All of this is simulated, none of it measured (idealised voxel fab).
Module name: voxel wiring stack (process module)
Displayed cross-section: cut, width of 280 nm, square cells sized 5 nm.
If you're reading a cross-section in this doc, picture square cells in a grid; it comes to you as bands, top ones listed first down to the bottom, and a band can be one or more rows of cells.
Quick guide to a band line: top height, bottom height (nm) up front; then every material left to right with its width in nm. Only one material and it's marked "full width"? Then it fills the band edge to edge. And "empty" just means empty space.
Where do heights start? At 0: under that level the wafer as delivered is made of one material only. And the lowest band has no floor; it just carries on downward, as in "z 0 and below".
Graded width ("30..40"): value in top row of band = first number; value in bottom row = second number; row-to-row change constant.
Given "nothing was modified" for a step, no cell of the cross-section differs between before and after that step.
The entry titled "Enclosed voids" provides the empty spaces that have no open way to the top, restricted to those of 8 cells or more. Each is presented as width x height at distance, the distance being measured from the left edge, with all three in nm.
What comes after the settings on a step's line is commentary from the simulator itself on that step.
"overlay nm" denotes, for a step that has a mask, the displacement of the mask to the right of its planned place, with negative values corresponding to the left.

[So here's the lineup of process steps we planned]
| 1 | RECEIVE | material Si |
| 2 | CONFORMAL_DEP | material SiO2 | thk nm 10 |
| 3 | CONFORMAL_DEP | material SiN | thk nm 5 |
| 4 | DIRECTIONAL_DEP | material lowk | thk nm 25 |
| 5 | PATTERN | tone open | mask id METAL_1 | material resist | width nm 25 | pitch nm 40 | thk nm 20 | overlay nm 0 |
| 6 | DIRECTIONAL_ETCH | etch materials lowk | depth nm 25 |
| 7 | DIRECTIONAL_ETCH | etch materials SiN | depth nm 5 |
| 8 | STRIP | etch materials resist |
| 9 | CONFORMAL_DEP | material TiN | thk nm 5 |
| 10 | FILL_DEP | material W | thk nm 5 |
| 11 | CMP | height nm 40 |
| 12 | CONFORMAL_DEP | material SiCN | thk nm 5 |
| 13 | DIRECTIONAL_DEP | material SiO2 | thk nm 30 |
| 14 | PATTERN | tone open | mask id METAL_2_HOLES | material resist | width nm 15 | pitch nm 40 | thk nm 20 | overlay nm 0 |
| 15 | DIRECTIONAL_ETCH | etch materials SiO2 | depth nm 30 |
| 16 | STRIP | etch materials resist |
| 17 | DIRECTIONAL_DEP | material aC | thk nm 15 |
| 18 | PATTERN | tone open | mask id METAL_2 | material resist | width nm 25 | pitch nm 40 | thk nm 30 | overlay nm 0 |
| 19 | DIRECTIONAL_ETCH | etch materials aC | depth nm 15 |
| 20 | STRIP | etch materials resist |
| 21 | DIRECTIONAL_ETCH | etch materials SiO2 | depth nm 15 |
| 22 | DIRECTIONAL_ETCH | etch materials SiCN | depth nm 5 |
| 23 | STRIP | etch materials aC |
| 24 | CONFORMAL_DEP | material TiN | thk nm 5 |
| 25 | FILL_DEP | material Cu | thk nm 10 |
| 26 | CMP | height nm 75 |
| 27 | CONFORMAL_DEP | material SiCN | thk nm 5 |
| 28 | DIRECTIONAL_DEP | material lowk | thk nm 25 |
| 29 | PATTERN | tone open | mask id METAL_3_HOLES | material resist | width nm 15 | pitch nm 40 | thk nm 20 | overlay nm 0 |
| 30 | DIRECTIONAL_ETCH | etch materials lowk | depth nm 25 |
| 31 | STRIP | etch materials resist |
| 32 | DIRECTIONAL_DEP | material aC | thk nm 10 |
| 33 | PATTERN | tone open | mask id METAL_3 | material resist | width nm 25 | pitch nm 40 | thk nm 30 | overlay nm 0 |
| 34 | DIRECTIONAL_ETCH | etch materials aC | depth nm 10 |
| 35 | STRIP | etch materials resist |
| 36 | DIRECTIONAL_ETCH | etch materials lowk | depth nm 15 |
| 37 | DIRECTIONAL_ETCH | etch materials SiCN | depth nm 5 |
| 38 | STRIP | etch materials aC |
| 39 | CONFORMAL_DEP | material TiN | thk nm 5 |
| 40 | FILL_DEP | material Cu | thk nm 10 |
| 41 | CMP | height nm 105 |
| 42 | CONFORMAL_DEP | material SiCN | thk nm 5 |

[So, the first of our two wafers, run just as we planned it]

[As-received state of the wafer in cross-section, equivalent to post-step 1]
  z 0 and below = Si full width
  Enclosed voids: none

[The following cross-section depicts the wafer upon completion of step 2]
  z 10 to 0 = SiO2 full width
  Under the height 0 nothing was changed.

[The following cross-section depicts the wafer upon completion of step 3]
  z 15 to 10 = SiN full width
  Under the height 10 nothing was changed.

[The following cross-section depicts the wafer upon completion of step 4]
  z 40 to 15 = lowk full width
  Under the height 15 nothing was changed.

[The following cross-section depicts the wafer upon completion of step 5]
  z 60 to 40 = 65 of resist, 25 of empty, 15 of resist, 25 of empty, 15 of resist, 25 of empty, 15 of resist, 25 of empty, 70 of resist
  Under the height 40 nothing was changed.

[The following cross-section depicts the wafer upon completion of step 6]
  z 60 to 40 = 65 of resist, 25 of empty, 15 of resist, 25 of empty, 15 of resist, 25 of empty, 15 of resist, 25 of empty, 70 of resist
  z 40 to 15 = 65 of lowk, 25 of empty, 15 of lowk, 25 of empty, 15 of lowk, 25 of empty, 15 of lowk, 25 of empty, 70 of lowk
  Under the height 15 nothing was changed.

[The following cross-section depicts the wafer upon completion of step 7]
  z 60 to 40 = 65 of resist, 25 of empty, 15 of resist, 25 of empty, 15 of resist, 25 of empty, 15 of resist, 25 of empty, 70 of resist
  z 40 to 15 = 65 of lowk, 25 of empty, 15 of lowk, 25 of empty, 15 of lowk, 25 of empty, 15 of lowk, 25 of empty, 70 of lowk
  z 15 to 10 = 65 of SiN, 25 of empty, 15 of SiN, 25 of empty, 15 of SiN, 25 of empty, 15 of SiN, 25 of empty, 70 of SiN
  Under the height 10 nothing was changed.

[The following cross-section depicts the wafer upon completion of step 8]
  z 40 to 15 = 65 of lowk, 25 of empty, 15 of lowk, 25 of empty, 15 of lowk, 25 of empty, 15 of lowk, 25 of empty, 70 of lowk
  Under the height 15 nothing was changed.

[The following cross-section depicts the wafer upon completion of step 9]
  z 45 to 40 = 70 of TiN, 15 of empty, 25 of TiN, 15 of empty, 25 of TiN, 15 of empty, 25 of TiN, 15 of empty, 75 of TiN
  z 40 to 15 = 65 of lowk, 5 of TiN, 15 of empty, 5 of TiN, 15 of lowk, 5 of TiN, 15 of empty, 5 of TiN, 15 of lowk, 5 of TiN, 15 of empty, 5 of TiN, 15 of lowk, 5 of TiN, 15 of empty, 5 of TiN, 70 of lowk
  z 15 to 10 = 65 of SiN, 25 of TiN, 15 of SiN, 25 of TiN, 15 of SiN, 25 of TiN, 15 of SiN, 25 of TiN, 70 of SiN
  Under the height 10 nothing was changed.

[The following cross-section depicts the wafer upon completion of step 10]
  z 50 to 45 = W full width
  z 45 to 40 = 70 of TiN, 15 of W, 25 of TiN, 15 of W, 25 of TiN, 15 of W, 25 of TiN, 15 of W, 75 of TiN
  z 40 to 15 = 65 of lowk, 5 of TiN, 15 of W, 5 of TiN, 15 of lowk, 5 of TiN, 15 of W, 5 of TiN, 15 of lowk, 5 of TiN, 15 of W, 5 of TiN, 15 of lowk, 5 of TiN, 15 of W, 5 of TiN, 70 of lowk
  Under the height 15 nothing was changed.

[The following cross-section depicts the wafer upon completion of step 11]
  z 40 to 15 = 65 of lowk, 5 of TiN, 15 of W, 5 of TiN, 15 of lowk, 5 of TiN, 15 of W, 5 of TiN, 15 of lowk, 5 of TiN, 15 of W, 5 of TiN, 15 of lowk, 5 of TiN, 15 of W, 5 of TiN, 70 of lowk
  Under the height 15 nothing was changed.

[The following cross-section depicts the wafer upon completion of step 12]
  z 45 to 40 = SiCN full width
  Under the height 40 nothing was changed.

[The following cross-section depicts the wafer upon completion of step 13]
  z 75 to 45 = SiO2 full width
  Under the height 45 nothing was changed.

[The following cross-section depicts the wafer upon completion of step 14]
  z 95 to 75 = 65 of resist, 15 of empty, 25 of resist, 15 of empty, 25 of resist, 15 of empty, 25 of resist, 15 of empty, 80 of resist
  Under the height 75 nothing was changed.

[The following cross-section depicts the wafer upon completion of step 15]
  z 95 to 75 = 65 of resist, 15 of empty, 25 of resist, 15 of empty, 25 of resist, 15 of empty, 25 of resist, 15 of empty, 80 of resist
  z 75 to 45 = 65 of SiO2, 15 of empty, 25 of SiO2, 15 of empty, 25 of SiO2, 15 of empty, 25 of SiO2, 15 of empty, 80 of SiO2
  Under the height 45 nothing was changed.

[The following cross-section depicts the wafer upon completion of step 16]
  z 75 to 45 = 65 of SiO2, 15 of empty, 25 of SiO2, 15 of empty, 25 of SiO2, 15 of empty, 25 of SiO2, 15 of empty, 80 of SiO2
  Under the height 45 nothing was changed.

[The following cross-section depicts the wafer upon completion of step 17]
  z 90 to 75 = 65 of aC, 15 of empty, 25 of aC, 15 of empty, 25 of aC, 15 of empty, 25 of aC, 15 of empty, 80 of aC
  z 75 to 60 = 65 of SiO2, 15 of empty, 25 of SiO2, 15 of empty, 25 of SiO2, 15 of empty, 25 of SiO2, 15 of empty, 80 of SiO2
  z 60 to 45 = 65 of SiO2, 15 of aC, 25 of SiO2, 15 of aC, 25 of SiO2, 15 of aC, 25 of SiO2, 15 of aC, 80 of SiO2
  Under the height 45 nothing was changed.

[The following cross-section depicts the wafer upon completion of step 18]
  z 120 to 90 = 65 of resist, 25 of empty, 15 of resist, 25 of empty, 15 of resist, 25 of empty, 15 of resist, 25 of empty, 70 of resist
  Under the height 90 nothing was changed.

[The following cross-section depicts the wafer upon completion of step 19]
  z 105 to 90 = 65 of resist, 25 of empty, 15 of resist, 25 of empty, 15 of resist, 25 of empty, 15 of resist, 25 of empty, 70 of resist
  z 90 to 75 = 65 of aC, 25 of empty, 15 of aC, 25 of empty, 15 of aC, 25 of empty, 15 of aC, 25 of empty, 70 of aC
  z 75 to 45 = 65 of SiO2, 15 of empty, 25 of SiO2, 15 of empty, 25 of SiO2, 15 of empty, 25 of SiO2, 15 of empty, 80 of SiO2
  Under the height 45 nothing was changed.

[The following cross-section depicts the wafer upon completion of step 20]
  z 90 to 75 = 65 of aC, 25 of empty, 15 of aC, 25 of empty, 15 of aC, 25 of empty, 15 of aC, 25 of empty, 70 of aC
  Under the height 75 nothing was changed.

[The following cross-section depicts the wafer upon completion of step 21]
  z 90 to 75 = 65 of aC, 25 of empty, 15 of aC, 25 of empty, 15 of aC, 25 of empty, 15 of aC, 25 of empty, 70 of aC
  z 75 to 60 = 65 of SiO2, 25 of empty, 15 of SiO2, 25 of empty, 15 of SiO2, 25 of empty, 15 of SiO2, 25 of empty, 70 of SiO2
  Under the height 60 nothing was changed.

[The following cross-section depicts the wafer upon completion of step 22]
  z 90 to 75 = 65 of aC, 25 of empty, 15 of aC, 25 of empty, 15 of aC, 25 of empty, 15 of aC, 25 of empty, 70 of aC
  z 75 to 60 = 65 of SiO2, 25 of empty, 15 of SiO2, 25 of empty, 15 of SiO2, 25 of empty, 15 of SiO2, 25 of empty, 70 of SiO2
  z 60 to 45 = 65 of SiO2, 15 of empty, 25 of SiO2, 15 of empty, 25 of SiO2, 15 of empty, 25 of SiO2, 15 of empty, 80 of SiO2
  z 45 to 40 = 65 of SiCN, 15 of empty, 25 of SiCN, 15 of empty, 25 of SiCN, 15 of empty, 25 of SiCN, 15 of empty, 80 of SiCN
  Under the height 40 nothing was changed.

[The following cross-section depicts the wafer upon completion of step 23]
  z 75 to 60 = 65 of SiO2, 25 of empty, 15 of SiO2, 25 of empty, 15 of SiO2, 25 of empty, 15 of SiO2, 25 of empty, 70 of SiO2
  Under the height 60 nothing was changed.

[The following cross-section depicts the wafer upon completion of step 24]
  z 80 to 75 = 70 of TiN, 15 of empty, 25 of TiN, 15 of empty, 25 of TiN, 15 of empty, 25 of TiN, 15 of empty, 75 of TiN
  z 75 to 65 = 65 of SiO2, 5 of TiN, 15 of empty, 5 of TiN, 15 of SiO2, 5 of TiN, 15 of empty, 5 of TiN, 15 of SiO2, 5 of TiN, 15 of empty, 5 of TiN, 15 of SiO2, 5 of TiN, 15 of empty, 5 of TiN, 70 of SiO2
  z 65 to 60 = 65 of SiO2, 5 of TiN, 5 of empty, 15 of TiN, 15 of SiO2, 5 of TiN, 5 of empty, 15 of TiN, 15 of SiO2, 5 of TiN, 5 of empty, 15 of TiN, 15 of SiO2, 5 of TiN, 5 of empty, 15 of TiN, 70 of SiO2
  z 60 to 45 = 65 of SiO2, 5 of TiN, 5 of empty, 5 of TiN, 25 of SiO2, 5 of TiN, 5 of empty, 5 of TiN, 25 of SiO2, 5 of TiN, 5 of empty, 5 of TiN, 25 of SiO2, 5 of TiN, 5 of empty, 5 of TiN, 80 of SiO2
  z 45 to 40 = 65 of SiCN, 15 of TiN, 25 of SiCN, 15 of TiN, 25 of SiCN, 15 of TiN, 25 of SiCN, 15 of TiN, 80 of SiCN
  Under the height 40 nothing was changed.

[The following cross-section depicts the wafer upon completion of step 25]
  z 90 to 80 = Cu full width
  z 80 to 75 = 70 of TiN, 15 of Cu, 25 of TiN, 15 of Cu, 25 of TiN, 15 of Cu, 25 of TiN, 15 of Cu, 75 of TiN
  z 75 to 65 = 65 of SiO2, 5 of TiN, 15 of Cu, 5 of TiN, 15 of SiO2, 5 of TiN, 15 of Cu, 5 of TiN, 15 of SiO2, 5 of TiN, 15 of Cu, 5 of TiN, 15 of SiO2, 5 of TiN, 15 of Cu, 5 of TiN, 70 of SiO2
  z 65 to 60 = 65 of SiO2, 5 of TiN, 5 of Cu, 15 of TiN, 15 of SiO2, 5 of TiN, 5 of Cu, 15 of TiN, 15 of SiO2, 5 of TiN, 5 of Cu, 15 of TiN, 15 of SiO2, 5 of TiN, 5 of Cu, 15 of TiN, 70 of SiO2
  z 60 to 45 = 65 of SiO2, 5 of TiN, 5 of Cu, 5 of TiN, 25 of SiO2, 5 of TiN, 5 of Cu, 5 of TiN, 25 of SiO2, 5 of TiN, 5 of Cu, 5 of TiN, 25 of SiO2, 5 of TiN, 5 of Cu, 5 of TiN, 80 of SiO2
  Under the height 45 nothing was changed.

[The following cross-section depicts the wafer upon completion of step 26]
  z 75 to 65 = 65 of SiO2, 5 of TiN, 15 of Cu, 5 of TiN, 15 of SiO2, 5 of TiN, 15 of Cu, 5 of TiN, 15 of SiO2, 5 of TiN, 15 of Cu, 5 of TiN, 15 of SiO2, 5 of TiN, 15 of Cu, 5 of TiN, 70 of SiO2
  Under the height 65 nothing was changed.

[The following cross-section depicts the wafer upon completion of step 27]
  z 80 to 75 = SiCN full width
  Under the height 75 nothing was changed.

[The following cross-section depicts the wafer upon completion of step 28]
  z 105 to 80 = lowk full width
  Under the height 80 nothing was changed.

[The following cross-section depicts the wafer upon completion of step 29]
  z 125 to 105 = 65 of resist, 15 of empty, 25 of resist, 15 of empty, 25 of resist, 15 of empty, 25 of resist, 15 of empty, 80 of resist
  Under the height 105 nothing was changed.

[The following cross-section depicts the wafer upon completion of step 30]
  z 125 to 105 = 65 of resist, 15 of empty, 25 of resist, 15 of empty, 25 of resist, 15 of empty, 25 of resist, 15 of empty, 80 of resist
  z 105 to 80 = 65 of lowk, 15 of empty, 25 of lowk, 15 of empty, 25 of lowk, 15 of empty, 25 of lowk, 15 of empty, 80 of lowk
  Under the height 80 nothing was changed.

[The following cross-section depicts the wafer upon completion of step 31]
  z 105 to 80 = 65 of lowk, 15 of empty, 25 of lowk, 15 of empty, 25 of lowk, 15 of empty, 25 of lowk, 15 of empty, 80 of lowk
  Under the height 80 nothing was changed.

[The following cross-section depicts the wafer upon completion of step 32]
  z 115 to 105 = 65 of aC, 15 of empty, 25 of aC, 15 of empty, 25 of aC, 15 of empty, 25 of aC, 15 of empty, 80 of aC
  z 105 to 90 = 65 of lowk, 15 of empty, 25 of lowk, 15 of empty, 25 of lowk, 15 of empty, 25 of lowk, 15 of empty, 80 of lowk
  z 90 to 80 = 65 of lowk, 15 of aC, 25 of lowk, 15 of aC, 25 of lowk, 15 of aC, 25 of lowk, 15 of aC, 80 of lowk
  Under the height 80 nothing was changed.

[The following cross-section depicts the wafer upon completion of step 33]
  z 145 to 115 = 65 of resist, 25 of empty, 15 of resist, 25 of empty, 15 of resist, 25 of empty, 15 of resist, 25 of empty, 70 of resist
  Under the height 115 nothing was changed.

[The following cross-section depicts the wafer upon completion of step 34]
  z 135 to 115 = 65 of resist, 25 of empty, 15 of resist, 25 of empty, 15 of resist, 25 of empty, 15 of resist, 25 of empty, 70 of resist
  z 115 to 105 = 65 of aC, 25 of empty, 15 of aC, 25 of empty, 15 of aC, 25 of empty, 15 of aC, 25 of empty, 70 of aC
  z 105 to 80 = 65 of lowk, 15 of empty, 25 of lowk, 15 of empty, 25 of lowk, 15 of empty, 25 of lowk, 15 of empty, 80 of lowk
  Under the height 80 nothing was changed.

[The following cross-section depicts the wafer upon completion of step 35]
  z 115 to 105 = 65 of aC, 25 of empty, 15 of aC, 25 of empty, 15 of aC, 25 of empty, 15 of aC, 25 of empty, 70 of aC
  Under the height 105 nothing was changed.

[The following cross-section depicts the wafer upon completion of step 36]
  z 115 to 105 = 65 of aC, 25 of empty, 15 of aC, 25 of empty, 15 of aC, 25 of empty, 15 of aC, 25 of empty, 70 of aC
  z 105 to 90 = 65 of lowk, 25 of empty, 15 of lowk, 25 of empty, 15 of lowk, 25 of empty, 15 of lowk, 25 of empty, 70 of lowk
  Under the height 90 nothing was changed.

[The following cross-section depicts the wafer upon completion of step 37]
  z 115 to 105 = 65 of aC, 25 of empty, 15 of aC, 25 of empty, 15 of aC, 25 of empty, 15 of aC, 25 of empty, 70 of aC
  z 105 to 90 = 65 of lowk, 25 of empty, 15 of lowk, 25 of empty, 15 of lowk, 25 of empty, 15 of lowk, 25 of empty, 70 of lowk
  z 90 to 80 = 65 of lowk, 15 of empty, 25 of lowk, 15 of empty, 25 of lowk, 15 of empty, 25 of lowk, 15 of empty, 80 of lowk
  z 80 to 75 = 65 of SiCN, 15 of empty, 25 of SiCN, 15 of empty, 25 of SiCN, 15 of empty, 25 of SiCN, 15 of empty, 80 of SiCN
  Under the height 75 nothing was changed.

[The following cross-section depicts the wafer upon completion of step 38]
  z 105 to 90 = 65 of lowk, 25 of empty, 15 of lowk, 25 of empty, 15 of lowk, 25 of empty, 15 of lowk, 25 of empty, 70 of lowk
  Under the height 90 nothing was changed.

[The following cross-section depicts the wafer upon completion of step 39]
  z 110 to 105 = 70 of TiN, 15 of empty, 25 of TiN, 15 of empty, 25 of TiN, 15 of empty, 25 of TiN, 15 of empty, 75 of TiN
  z 105 to 95 = 65 of lowk, 5 of TiN, 15 of empty, 5 of TiN, 15 of lowk, 5 of TiN, 15 of empty, 5 of TiN, 15 of lowk, 5 of TiN, 15 of empty, 5 of TiN, 15 of lowk, 5 of TiN, 15 of empty, 5 of TiN, 70 of lowk
  z 95 to 90 = 65 of lowk, 5 of TiN, 5 of empty, 15 of TiN, 15 of lowk, 5 of TiN, 5 of empty, 15 of TiN, 15 of lowk, 5 of TiN, 5 of empty, 15 of TiN, 15 of lowk, 5 of TiN, 5 of empty, 15 of TiN, 70 of lowk
  z 90 to 80 = 65 of lowk, 5 of TiN, 5 of empty, 5 of TiN, 25 of lowk, 5 of TiN, 5 of empty, 5 of TiN, 25 of lowk, 5 of TiN, 5 of empty, 5 of TiN, 25 of lowk, 5 of TiN, 5 of empty, 5 of TiN, 80 of lowk
  z 80 to 75 = 65 of SiCN, 15 of TiN, 25 of SiCN, 15 of TiN, 25 of SiCN, 15 of TiN, 25 of SiCN, 15 of TiN, 80 of SiCN
  Under the height 75 nothing was changed.

[The following cross-section depicts the wafer upon completion of step 40]
  z 120 to 110 = Cu full width
  z 110 to 105 = 70 of TiN, 15 of Cu, 25 of TiN, 15 of Cu, 25 of TiN, 15 of Cu, 25 of TiN, 15 of Cu, 75 of TiN
  z 105 to 95 = 65 of lowk, 5 of TiN, 15 of Cu, 5 of TiN, 15 of lowk, 5 of TiN, 15 of Cu, 5 of TiN, 15 of lowk, 5 of TiN, 15 of Cu, 5 of TiN, 15 of lowk, 5 of TiN, 15 of Cu, 5 of TiN, 70 of lowk
  z 95 to 90 = 65 of lowk, 5 of TiN, 5 of Cu, 15 of TiN, 15 of lowk, 5 of TiN, 5 of Cu, 15 of TiN, 15 of lowk, 5 of TiN, 5 of Cu, 15 of TiN, 15 of lowk, 5 of TiN, 5 of Cu, 15 of TiN, 70 of lowk
  z 90 to 80 = 65 of lowk, 5 of TiN, 5 of Cu, 5 of TiN, 25 of lowk, 5 of TiN, 5 of Cu, 5 of TiN, 25 of lowk, 5 of TiN, 5 of Cu, 5 of TiN, 25 of lowk, 5 of TiN, 5 of Cu, 5 of TiN, 80 of lowk
  Under the height 80 nothing was changed.

[The following cross-section depicts the wafer upon completion of step 41]
  z 105 to 95 = 65 of lowk, 5 of TiN, 15 of Cu, 5 of TiN, 15 of lowk, 5 of TiN, 15 of Cu, 5 of TiN, 15 of lowk, 5 of TiN, 15 of Cu, 5 of TiN, 15 of lowk, 5 of TiN, 15 of Cu, 5 of TiN, 70 of lowk
  Under the height 95 nothing was changed.

[The following cross-section depicts the wafer upon completion of step 42]
  z 110 to 105 = SiCN full width
  Under the height 105 nothing was changed.

[Okay, second wafer. Nothing different at the start, nothing different in the plan, just one mistake somewhere in the running. As far as step 25, counting that step, it's the first wafer all over again]

[Second wafer: cross-section at the scheduled end of step 26]
  z 65 to 60 = 65 of SiO2, 5 of TiN, 5 of Cu, 15 of TiN, 15 of SiO2, 5 of TiN, 5 of Cu, 15 of TiN, 15 of SiO2, 5 of TiN, 5 of Cu, 15 of TiN, 15 of SiO2, 5 of TiN, 5 of Cu, 15 of TiN, 70 of SiO2
  Under the height 60 nothing was changed.

[Second wafer: cross-section at the scheduled end of step 27]
  z 70 to 65 = SiCN full width
  Under the height 65 nothing was changed.

[Second wafer: cross-section at the scheduled end of step 28]
  z 95 to 70 = lowk full width
  Under the height 70 nothing was changed.

[Second wafer: cross-section at the scheduled end of step 29]
  z 115 to 95 = 65 of resist, 15 of empty, 25 of resist, 15 of empty, 25 of resist, 15 of empty, 25 of resist, 15 of empty, 80 of resist
  Under the height 95 nothing was changed.

[Second wafer: cross-section at the scheduled end of step 30]
  z 115 to 95 = 65 of resist, 15 of empty, 25 of resist, 15 of empty, 25 of resist, 15 of empty, 25 of resist, 15 of empty, 80 of resist
  z 95 to 70 = 65 of lowk, 15 of empty, 25 of lowk, 15 of empty, 25 of lowk, 15 of empty, 25 of lowk, 15 of empty, 80 of lowk
  Under the height 70 nothing was changed.

[Second wafer: cross-section at the scheduled end of step 31]
  z 95 to 70 = 65 of lowk, 15 of empty, 25 of lowk, 15 of empty, 25 of lowk, 15 of empty, 25 of lowk, 15 of empty, 80 of lowk
  Under the height 70 nothing was changed.

[Second wafer: cross-section at the scheduled end of step 32]
  z 105 to 95 = 65 of aC, 15 of empty, 25 of aC, 15 of empty, 25 of aC, 15 of empty, 25 of aC, 15 of empty, 80 of aC
  z 95 to 80 = 65 of lowk, 15 of empty, 25 of lowk, 15 of empty, 25 of lowk, 15 of empty, 25 of lowk, 15 of empty, 80 of lowk
  z 80 to 70 = 65 of lowk, 15 of aC, 25 of lowk, 15 of aC, 25 of lowk, 15 of aC, 25 of lowk, 15 of aC, 80 of lowk
  Under the height 70 nothing was changed.

[Second wafer: cross-section at the scheduled end of step 33]
  z 135 to 105 = 65 of resist, 25 of empty, 15 of resist, 25 of empty, 15 of resist, 25 of empty, 15 of resist, 25 of empty, 70 of resist
  Under the height 105 nothing was changed.

[Second wafer: cross-section at the scheduled end of step 34]
  z 125 to 105 = 65 of resist, 25 of empty, 15 of resist, 25 of empty, 15 of resist, 25 of empty, 15 of resist, 25 of empty, 70 of resist
  z 105 to 95 = 65 of aC, 25 of empty, 15 of aC, 25 of empty, 15 of aC, 25 of empty, 15 of aC, 25 of empty, 70 of aC
  z 95 to 70 = 65 of lowk, 15 of empty, 25 of lowk, 15 of empty, 25 of lowk, 15 of empty, 25 of lowk, 15 of empty, 80 of lowk
  Under the height 70 nothing was changed.

[Second wafer: cross-section at the scheduled end of step 35]
  z 105 to 95 = 65 of aC, 25 of empty, 15 of aC, 25 of empty, 15 of aC, 25 of empty, 15 of aC, 25 of empty, 70 of aC
  Under the height 95 nothing was changed.

[Second wafer: cross-section at the scheduled end of step 36]
  z 105 to 95 = 65 of aC, 25 of empty, 15 of aC, 25 of empty, 15 of aC, 25 of empty, 15 of aC, 25 of empty, 70 of aC
  z 95 to 80 = 65 of lowk, 25 of empty, 15 of lowk, 25 of empty, 15 of lowk, 25 of empty, 15 of lowk, 25 of empty, 70 of lowk
  Under the height 80 nothing was changed.

[Second wafer: cross-section at the scheduled end of step 37]
  z 105 to 95 = 65 of aC, 25 of empty, 15 of aC, 25 of empty, 15 of aC, 25 of empty, 15 of aC, 25 of empty, 70 of aC
  z 95 to 80 = 65 of lowk, 25 of empty, 15 of lowk, 25 of empty, 15 of lowk, 25 of empty, 15 of lowk, 25 of empty, 70 of lowk
  z 80 to 70 = 65 of lowk, 15 of empty, 25 of lowk, 15 of empty, 25 of lowk, 15 of empty, 25 of lowk, 15 of empty, 80 of lowk
  z 70 to 65 = 65 of SiCN, 15 of empty, 25 of SiCN, 15 of empty, 25 of SiCN, 15 of empty, 25 of SiCN, 15 of empty, 80 of SiCN
  Under the height 65 nothing was changed.

[Second wafer: cross-section at the scheduled end of step 38]
  z 95 to 80 = 65 of lowk, 25 of empty, 15 of lowk, 25 of empty, 15 of lowk, 25 of empty, 15 of lowk, 25 of empty, 70 of lowk
  Under the height 80 nothing was changed.

[Second wafer: cross-section at the scheduled end of step 39]
  z 100 to 95 = 70 of TiN, 15 of empty, 25 of TiN, 15 of empty, 25 of TiN, 15 of empty, 25 of TiN, 15 of empty, 75 of TiN
  z 95 to 85 = 65 of lowk, 5 of TiN, 15 of empty, 5 of TiN, 15 of lowk, 5 of TiN, 15 of empty, 5 of TiN, 15 of lowk, 5 of TiN, 15 of empty, 5 of TiN, 15 of lowk, 5 of TiN, 15 of empty, 5 of TiN, 70 of lowk
  z 85 to 80 = 65 of lowk, 5 of TiN, 5 of empty, 15 of TiN, 15 of lowk, 5 of TiN, 5 of empty, 15 of TiN, 15 of lowk, 5 of TiN, 5 of empty, 15 of TiN, 15 of lowk, 5 of TiN, 5 of empty, 15 of TiN, 70 of lowk
  z 80 to 70 = 65 of lowk, 5 of TiN, 5 of empty, 5 of TiN, 25 of lowk, 5 of TiN, 5 of empty, 5 of TiN, 25 of lowk, 5 of TiN, 5 of empty, 5 of TiN, 25 of lowk, 5 of TiN, 5 of empty, 5 of TiN, 80 of lowk
  z 70 to 65 = 65 of SiCN, 15 of TiN, 25 of SiCN, 15 of TiN, 25 of SiCN, 15 of TiN, 25 of SiCN, 15 of TiN, 80 of SiCN
  Under the height 65 nothing was changed.

[Second wafer: cross-section at the scheduled end of step 40]
  z 110 to 100 = Cu full width
  z 100 to 95 = 70 of TiN, 15 of Cu, 25 of TiN, 15 of Cu, 25 of TiN, 15 of Cu, 25 of TiN, 15 of Cu, 75 of TiN
  z 95 to 85 = 65 of lowk, 5 of TiN, 15 of Cu, 5 of TiN, 15 of lowk, 5 of TiN, 15 of Cu, 5 of TiN, 15 of lowk, 5 of TiN, 15 of Cu, 5 of TiN, 15 of lowk, 5 of TiN, 15 of Cu, 5 of TiN, 70 of lowk
  z 85 to 80 = 65 of lowk, 5 of TiN, 5 of Cu, 15 of TiN, 15 of lowk, 5 of TiN, 5 of Cu, 15 of TiN, 15 of lowk, 5 of TiN, 5 of Cu, 15 of TiN, 15 of lowk, 5 of TiN, 5 of Cu, 15 of TiN, 70 of lowk
  z 80 to 70 = 65 of lowk, 5 of TiN, 5 of Cu, 5 of TiN, 25 of lowk, 5 of TiN, 5 of Cu, 5 of TiN, 25 of lowk, 5 of TiN, 5 of Cu, 5 of TiN, 25 of lowk, 5 of TiN, 5 of Cu, 5 of TiN, 80 of lowk
  Under the height 70 nothing was changed.

[Second wafer: cross-section at the scheduled end of step 41]
  z 105 to 100 = Cu full width
  Under the height 100 nothing was changed.

[Second wafer: cross-section at the scheduled end of step 42]
  z 110 to 105 = SiCN full width
  Under the height 105 nothing was changed.
Against the plan, the run slipped here: step 26, actual vs plan mismatch, actual run CMP | height nm 65
Wafer comparison, final, in cells, second relative to first, materials more or fewer: +44 Cu; -72 SiO2; +28 TiN
